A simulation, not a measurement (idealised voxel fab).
voxel wiring stack: a process module
In the cross-section labelled cut, the width is 190 nm and each square cell is 5 nm.
Square cells in a grid make up a cross-section in this document, and the grid is given as bands, listed from the top down, each one or more rows of cells. Quick guide to a band line: top height, bottom height (nm) up front; then every material left to right with its width in nm. Only one material and it's marked "everywhere"? Then it fills the band edge to edge. And "blank" just means empty space. Beneath 0, the wafer as received is one material, and that level is where height counting begins. The lowest band goes on downward without a bottom; it is written like "top 0, no bottom". The expression "30->40" gives the width at the extremes of the band, the first number at its top row of cells and the second at its bottom row, with the width changing by equal amounts from each row to the next in between. "remained unchanged" after a step means that no cell of the cross-section changed. In "Closed void listing" the enclosed voids are listed, meaning empty spaces of 8 cells or larger without any opening to the top. The form is width x height at distance, distance from the left edge, units nm. The remark found on a step's line after its settings is issued by the simulator itself and pertains to that step. You can add "overlay nm" to a step's line. For a step with a mask, it describes how far the mask lay to the right of its planned position, and a negative number describes a lay to the left.

## Intended process steps
1. RECEIVE [material Si]
2. CONFORMAL_DEP [material SiO2] [thk nm 15]
3. CONFORMAL_DEP [material SiCN] [thk nm 5]
4. DIRECTIONAL_DEP [material lowk] [thk nm 15]
5. DIRECTIONAL_DEP [material aC] [thk nm 15]
6. PATTERN [tone open] [mask id METAL_1] [material resist] [width nm 20] [pitch nm 35] [thk nm 35] [overlay nm 0]
7. DIRECTIONAL_ETCH [etch materials aC] [depth nm 15]
8. STRIP [etch materials resist]
9. DIRECTIONAL_ETCH [etch materials lowk] [depth nm 15]
10. DIRECTIONAL_ETCH [etch materials SiCN] [depth nm 5]
11. STRIP [etch materials aC]
12. CONFORMAL_DEP [material TiN] [thk nm 5]
13. FILL_DEP [material W] [thk nm 5]
14. CMP [height nm 35]
15. CONFORMAL_DEP [material SiCN] [thk nm 5]
16. DIRECTIONAL_DEP [material lowk] [thk nm 15]
17. PATTERN [tone open] [mask id PLUG_1] [material resist] [width nm 15] [pitch nm 35] [thk nm 15] [overlay nm 0]
18. DIRECTIONAL_ETCH [etch materials lowk] [depth nm 15]
19. DIRECTIONAL_ETCH [etch materials SiCN] [depth nm 5]
20. STRIP [etch materials resist]
21. EPI [material Ru] [thk nm 10]
22. EPI [material Ru] [thk nm 10]
23. DIRECTIONAL_DEP [material TiN] [thk nm 5]
24. DIRECTIONAL_DEP [material Ru] [thk nm 15]
25. MASKED_ETCH [tone cover] [mask id METAL_2] [width nm 20] [pitch nm 35] [etch materials Ru] [depth nm 15] [overlay nm 0]
26. MASKED_ETCH [tone cover] [mask id METAL_2] [width nm 20] [pitch nm 35] [etch materials TiN] [depth nm 5] [overlay nm 0]
27. CONFORMAL_DEP [material SiCN] [thk nm 5]
28. FILL_DEP [material lowk] [thk nm 5]
29. CMP [height nm 75]
30. CONFORMAL_DEP [material SiCN] [thk nm 5]
31. DIRECTIONAL_DEP [material lowk] [thk nm 30]
32. PATTERN [tone open] [mask id METAL_3_HOLES] [material resist] [width nm 15] [pitch nm 35] [thk nm 15] [overlay nm 0]
33. DIRECTIONAL_ETCH [etch materials lowk] [depth nm 30]
34. STRIP [etch materials resist]
35. DIRECTIONAL_DEP [material aC] [thk nm 15]
36. PATTERN [tone open] [mask id METAL_3] [material resist] [width nm 20] [pitch nm 35] [thk nm 35] [overlay nm 0]
37. DIRECTIONAL_ETCH [etch materials aC] [depth nm 15]
38. STRIP [etch materials resist]
39. DIRECTIONAL_ETCH [etch materials lowk] [depth nm 15]
40. DIRECTIONAL_ETCH [etch materials SiCN] [depth nm 5]
41. STRIP [etch materials aC]
42. CONFORMAL_DEP [material TiN] [thk nm 5]
43. FILL_DEP [material Ru] [thk nm 10]
44. CMP [height nm 110]
45. CONFORMAL_DEP [material SiCN] [thk nm 5]

## So, the first of our two wafers, run just as we planned it

## as received, after step 1
    top 0, no bottom  Si everywhere
    Closed void listing: none

## Cross-section through the wafer, step 2 finished
    top 15, bottom 0  SiO2 everywhere
    All layers under 0 are left as they were.

## Cross-section through the wafer, step 3 finished
    top 20, bottom 15  SiCN everywhere
    All layers under 15 are left as they were.

## Cross-section through the wafer, step 4 finished
    top 35, bottom 20  lowk everywhere
    All layers under 20 are left as they were.

## Cross-section through the wafer, step 5 finished
    top 50, bottom 35  aC everywhere
    All layers under 35 are left as they were.

## Cross-section through the wafer, step 6 finished
    top 85, bottom 50  resist 65, blank 20, resist 15, blank 20, resist 70
    All layers under 50 are left as they were.

## Cross-section through the wafer, step 7 finished
    top 70, bottom 50  resist 65, blank 20, resist 15, blank 20, resist 70
    top 50, bottom 35  aC 65, blank 20, aC 15, blank 20, aC 70
    All layers under 35 are left as they were.

## Cross-section through the wafer, step 8 finished
    top 50, bottom 35  aC 65, blank 20, aC 15, blank 20, aC 70
    All layers under 35 are left as they were.

## Cross-section through the wafer, step 9 finished
    top 50, bottom 35  aC 65, blank 20, aC 15, blank 20, aC 70
    top 35, bottom 20  lowk 65, blank 20, lowk 15, blank 20, lowk 70
    All layers under 20 are left as they were.

## Cross-section through the wafer, step 10 finished
    top 50, bottom 35  aC 65, blank 20, aC 15, blank 20, aC 70
    top 35, bottom 20  lowk 65, blank 20, lowk 15, blank 20, lowk 70
    top 20, bottom 15  SiCN 65, blank 20, SiCN 15, blank 20, SiCN 70
    All layers under 15 are left as they were.

## Cross-section through the wafer, step 11 finished
    top 35, bottom 20  lowk 65, blank 20, lowk 15, blank 20, lowk 70
    All layers under 20 are left as they were.

## Cross-section through the wafer, step 12 finished
    top 40, bottom 35  TiN 70, blank 10, TiN 25, blank 10, TiN 75
    top 35, bottom 20  lowk 65, TiN 5, blank 10, TiN 5, lowk 15, TiN 5, blank 10, TiN 5, lowk 70
    top 20, bottom 15  SiCN 65, TiN 20, SiCN 15, TiN 20, SiCN 70
    All layers under 15 are left as they were.

## Cross-section through the wafer, step 13 finished
    top 45, bottom 40  W everywhere
    top 40, bottom 35  TiN 70, W 10, TiN 25, W 10, TiN 75
    top 35, bottom 20  lowk 65, TiN 5, W 10, TiN 5, lowk 15, TiN 5, W 10, TiN 5, lowk 70
    All layers under 20 are left as they were.

## Cross-section through the wafer, step 14 finished
    top 35, bottom 20  lowk 65, TiN 5, W 10, TiN 5, lowk 15, TiN 5, W 10, TiN 5, lowk 70
    All layers under 20 are left as they were.

## Cross-section through the wafer, step 15 finished
    top 40, bottom 35  SiCN everywhere
    All layers under 35 are left as they were.

## Cross-section through the wafer, step 16 finished
    top 55, bottom 40  lowk everywhere
    All layers under 40 are left as they were.

## Cross-section through the wafer, step 17 finished
    top 70, bottom 55  resist 65, blank 15, resist 20, blank 15, resist 75
    All layers under 55 are left as they were.

## Cross-section through the wafer, step 18 finished
    top 70, bottom 55  resist 65, blank 15, resist 20, blank 15, resist 75
    top 55, bottom 40  lowk 65, blank 15, lowk 20, blank 15, lowk 75
    All layers under 40 are left as they were.

## Cross-section through the wafer, step 19 finished
    top 70, bottom 55  resist 65, blank 15, resist 20, blank 15, resist 75
    top 55, bottom 40  lowk 65, blank 15, lowk 20, blank 15, lowk 75
    top 40, bottom 35  SiCN 65, blank 15, SiCN 20, blank 15, SiCN 75
    All layers under 35 are left as they were.

## Cross-section through the wafer, step 20 finished
    top 55, bottom 40  lowk 65, blank 15, lowk 20, blank 15, lowk 75
    All layers under 40 are left as they were.

## Cross-section through the wafer, step 21 finished
    top 55, bottom 45  lowk 65, blank 15, lowk 20, blank 15, lowk 75
    top 45, bottom 40  lowk 65, Ru 15, lowk 20, Ru 15, lowk 75
    top 40, bottom 35  SiCN 65, Ru 15, SiCN 20, Ru 15, SiCN 75
    All layers under 35 are left as they were.

## Cross-section through the wafer, step 22 finished
    top 55, bottom 40  lowk 65, Ru 15, lowk 20, Ru 15, lowk 75
    All layers under 40 are left as they were.

## Cross-section through the wafer, step 23 finished
    top 60, bottom 55  TiN everywhere
    All layers under 55 are left as they were.

## Cross-section through the wafer, step 24 finished
    top 75, bottom 60  Ru everywhere
    All layers under 60 are left as they were.

## Cross-section through the wafer, step 25 finished
    top 75, bottom 60  blank 65, Ru 20, blank 15, Ru 20, blank 70
    All layers under 60 are left as they were.

## Cross-section through the wafer, step 26 finished
    top 75, bottom 60  blank 65, Ru 20, blank 15, Ru 20, blank 70
    top 60, bottom 55  blank 65, TiN 20, blank 15, TiN 20, blank 70
    All layers under 55 are left as they were.

## Cross-section through the wafer, step 27 finished
    top 80, bottom 75  blank 60, SiCN 30, blank 5, SiCN 30, blank 65
    top 75, bottom 60  blank 60, SiCN 5, Ru 20, SiCN 5, blank 5, SiCN 5, Ru 20, SiCN 5, blank 65
    top 60, bottom 55  SiCN 65, TiN 20, SiCN 15, TiN 20, SiCN 70
    All layers under 55 are left as they were.

## Cross-section through the wafer, step 28 finished
    top 85, bottom 80  lowk everywhere
    top 80, bottom 75  lowk 60, SiCN 30, lowk 5, SiCN 30, lowk 65
    top 75, bottom 60  lowk 60, SiCN 5, Ru 20, SiCN 5, lowk 5, SiCN 5, Ru 20, SiCN 5, lowk 65
    All layers under 60 are left as they were.

## Cross-section through the wafer, step 29 finished
    top 75, bottom 60  lowk 60, SiCN 5, Ru 20, SiCN 5, lowk 5, SiCN 5, Ru 20, SiCN 5, lowk 65
    All layers under 60 are left as they were.

## Cross-section through the wafer, step 30 finished
    top 80, bottom 75  SiCN everywhere
    All layers under 75 are left as they were.

## Cross-section through the wafer, step 31 finished
    top 110, bottom 80  lowk everywhere
    All layers under 80 are left as they were.

## Cross-section through the wafer, step 32 finished
    top 125, bottom 110  resist 65, blank 15, resist 20, blank 15, resist 75
    All layers under 110 are left as they were.

## Cross-section through the wafer, step 33 finished
    top 125, bottom 110  resist 65, blank 15, resist 20, blank 15, resist 75
    top 110, bottom 80  lowk 65, blank 15, lowk 20, blank 15, lowk 75
    All layers under 80 are left as they were.

## Cross-section through the wafer, step 34 finished
    top 110, bottom 80  lowk 65, blank 15, lowk 20, blank 15, lowk 75
    All layers under 80 are left as they were.

## Cross-section through the wafer, step 35 finished
    top 125, bottom 110  aC 65, blank 15, aC 20, blank 15, aC 75
    top 110, bottom 95  lowk 65, blank 15, lowk 20, blank 15, lowk 75
    top 95, bottom 80  lowk 65, aC 15, lowk 20, aC 15, lowk 75
    All layers under 80 are left as they were.

## Cross-section through the wafer, step 36 finished
    top 160, bottom 125  resist 65, blank 20, resist 15, blank 20, resist 70
    All layers under 125 are left as they were.

## Cross-section through the wafer, step 37 finished
    top 145, bottom 125  resist 65, blank 20, resist 15, blank 20, resist 70
    top 125, bottom 110  aC 65, blank 20, aC 15, blank 20, aC 70
    top 110, bottom 80  lowk 65, blank 15, lowk 20, blank 15, lowk 75
    All layers under 80 are left as they were.

## Cross-section through the wafer, step 38 finished
    top 125, bottom 110  aC 65, blank 20, aC 15, blank 20, aC 70
    All layers under 110 are left as they were.

## Cross-section through the wafer, step 39 finished
    top 125, bottom 110  aC 65, blank 20, aC 15, blank 20, aC 70
    top 110, bottom 95  lowk 65, blank 20, lowk 15, blank 20, lowk 70
    All layers under 95 are left as they were.

## Cross-section through the wafer, step 40 finished
    top 125, bottom 110  aC 65, blank 20, aC 15, blank 20, aC 70
    top 110, bottom 95  lowk 65, blank 20, lowk 15, blank 20, lowk 70
    top 95, bottom 80  lowk 65, blank 15, lowk 20, blank 15, lowk 75
    top 80, bottom 75  SiCN 65, blank 15, SiCN 20, blank 15, SiCN 75
    All layers under 75 are left as they were.

## Cross-section through the wafer, step 41 finished
    top 110, bottom 95  lowk 65, blank 20, lowk 15, blank 20, lowk 70
    All layers under 95 are left as they were.

## Cross-section through the wafer, step 42 finished
    top 115, bottom 110  TiN 70, blank 10, TiN 25, blank 10, TiN 75
    top 110, bottom 100  lowk 65, TiN 5, blank 10, TiN 5, lowk 15, TiN 5, blank 10, TiN 5, lowk 70
    top 100, bottom 95  lowk 65, TiN 5, blank 5, TiN 10, lowk 15, TiN 5, blank 5, TiN 10, lowk 70
    top 95, bottom 80  lowk 65, TiN 5, blank 5, TiN 5, lowk 20, TiN 5, blank 5, TiN 5, lowk 75
    top 80, bottom 75  SiCN 65, TiN 15, SiCN 20, TiN 15, SiCN 75
    All layers under 75 are left as they were.

## Cross-section through the wafer, step 43 finished
    top 125, bottom 115  Ru everywhere
    top 115, bottom 110  TiN 70, Ru 10, TiN 25, Ru 10, TiN 75
    top 110, bottom 100  lowk 65, TiN 5, Ru 10, TiN 5, lowk 15, TiN 5, Ru 10, TiN 5, lowk 70
    top 100, bottom 95  lowk 65, TiN 5, Ru 5, TiN 10, lowk 15, TiN 5, Ru 5, TiN 10, lowk 70
    top 95, bottom 80  lowk 65, TiN 5, Ru 5, TiN 5, lowk 20, TiN 5, Ru 5, TiN 5, lowk 75
    All layers under 80 are left as they were.

## Cross-section through the wafer, step 44 finished
    top 110, bottom 100  lowk 65, TiN 5, Ru 10, TiN 5, lowk 15, TiN 5, Ru 10, TiN 5, lowk 70
    All layers under 100 are left as they were.

## Cross-section through the wafer, step 45 finished
    top 115, bottom 110  SiCN everywhere
    All layers under 110 are left as they were.

## Wafer two of two - same starting point, same process plan, one mistake in execution; matches wafer one up to and including step 35

## Second wafer cross-section, taken as of the time the plan sets for step 36 to be done
    top 160, bottom 125  resist 75, blank 20, resist 15, blank 20, resist 60
    top 125, bottom 110  aC 65, resist 10, blank 5, aC 20, resist 10, blank 5, aC 75
    top 110, bottom 95  lowk 65, resist 10, blank 5, lowk 20, resist 10, blank 5, lowk 75
    All layers under 95 are left as they were.

## Second wafer cross-section, taken as of the time the plan sets for step 37 to be done
    top 145, bottom 125  resist 75, blank 20, resist 15, blank 20, resist 60
    top 125, bottom 110  aC 65, resist 10, blank 20, aC 5, resist 10, blank 20, aC 60
    top 110, bottom 95  lowk 65, resist 10, blank 5, lowk 20, resist 10, blank 5, lowk 75
    top 95, bottom 80  lowk 65, aC 10, blank 5, lowk 20, aC 10, blank 5, lowk 75
    All layers under 80 are left as they were.

## Second wafer cross-section, taken as of the time the plan sets for step 38 to be done
    top 125, bottom 110  aC 65, blank 30, aC 5, blank 30, aC 60
    top 110, bottom 95  lowk 65, blank 15, lowk 20, blank 15, lowk 75
    All layers under 95 are left as they were.

## Second wafer cross-section, taken as of the time the plan sets for step 39 to be done
    top 125, bottom 110  aC 65, blank 30, aC 5, blank 30, aC 60
    top 110, bottom 95  lowk 65, blank 30, lowk 5, blank 30, lowk 60
    All layers under 95 are left as they were.

## Second wafer cross-section, taken as of the time the plan sets for step 40 to be done
    top 125, bottom 110  aC 65, blank 30, aC 5, blank 30, aC 60
    top 110, bottom 95  lowk 65, blank 30, lowk 5, blank 30, lowk 60
    top 95, bottom 80  lowk 65, aC 10, blank 5, lowk 20, aC 10, blank 5, lowk 75
    top 80, bottom 75  SiCN 75, blank 5, SiCN 30, blank 5, SiCN 75
    All layers under 75 are left as they were.

## Second wafer cross-section, taken as of the time the plan sets for step 41 to be done
    top 110, bottom 95  lowk 65, blank 30, lowk 5, blank 30, lowk 60
    top 95, bottom 80  lowk 65, blank 15, lowk 20, blank 15, lowk 75
    All layers under 80 are left as they were.

## Second wafer cross-section, taken as of the time the plan sets for step 42 to be done
    top 115, bottom 110  TiN 70, blank 20, TiN 15, blank 20, TiN 65
    top 110, bottom 100  lowk 65, TiN 5, blank 20, TiN 5, lowk 5, TiN 5, blank 20, TiN 5, lowk 60
    top 100, bottom 95  lowk 65, TiN 5, blank 5, TiN 20, lowk 5, TiN 5, blank 5, TiN 20, lowk 60
    top 95, bottom 85  lowk 65, TiN 5, blank 5, TiN 5, lowk 20, TiN 5, blank 5, TiN 5, lowk 75
    top 85, bottom 80  lowk 65, TiN 15, lowk 20, TiN 15, lowk 75
    top 80, bottom 75  SiCN 75, TiN 5, SiCN 30, TiN 5, SiCN 75
    All layers under 75 are left as they were.

## Second wafer cross-section, taken as of the time the plan sets for step 43 to be done
    top 125, bottom 115  Ru everywhere
    top 115, bottom 110  TiN 70, Ru 20, TiN 15, Ru 20, TiN 65
    top 110, bottom 100  lowk 65, TiN 5, Ru 20, TiN 5, lowk 5, TiN 5, Ru 20, TiN 5, lowk 60
    top 100, bottom 95  lowk 65, TiN 5, Ru 5, TiN 20, lowk 5, TiN 5, Ru 5, TiN 20, lowk 60
    top 95, bottom 85  lowk 65, TiN 5, Ru 5, TiN 5, lowk 20, TiN 5, Ru 5, TiN 5, lowk 75
    All layers under 85 are left as they were.

## Second wafer cross-section, taken as of the time the plan sets for step 44 to be done
    top 110, bottom 100  lowk 65, TiN 5, Ru 20, TiN 5, lowk 5, TiN 5, Ru 20, TiN 5, lowk 60
    All layers under 100 are left as they were.

## Second wafer cross-section, taken as of the time the plan sets for step 45 to be done
    top 115, bottom 110  SiCN everywhere
    All layers under 110 are left as they were.
The mistake made against the process plan was this: step 36 ran differently from the plan; actual operation with settings: PATTERN [tone open] [mask id METAL_3] [material resist] [width nm 20] [pitch nm 35] [thk nm 35] [overlay nm 10]
Final wafer comparison in cells, second versus first, more or fewer per material: +6 Ru, +4 SiCN, +2 TiN, -12 lowk
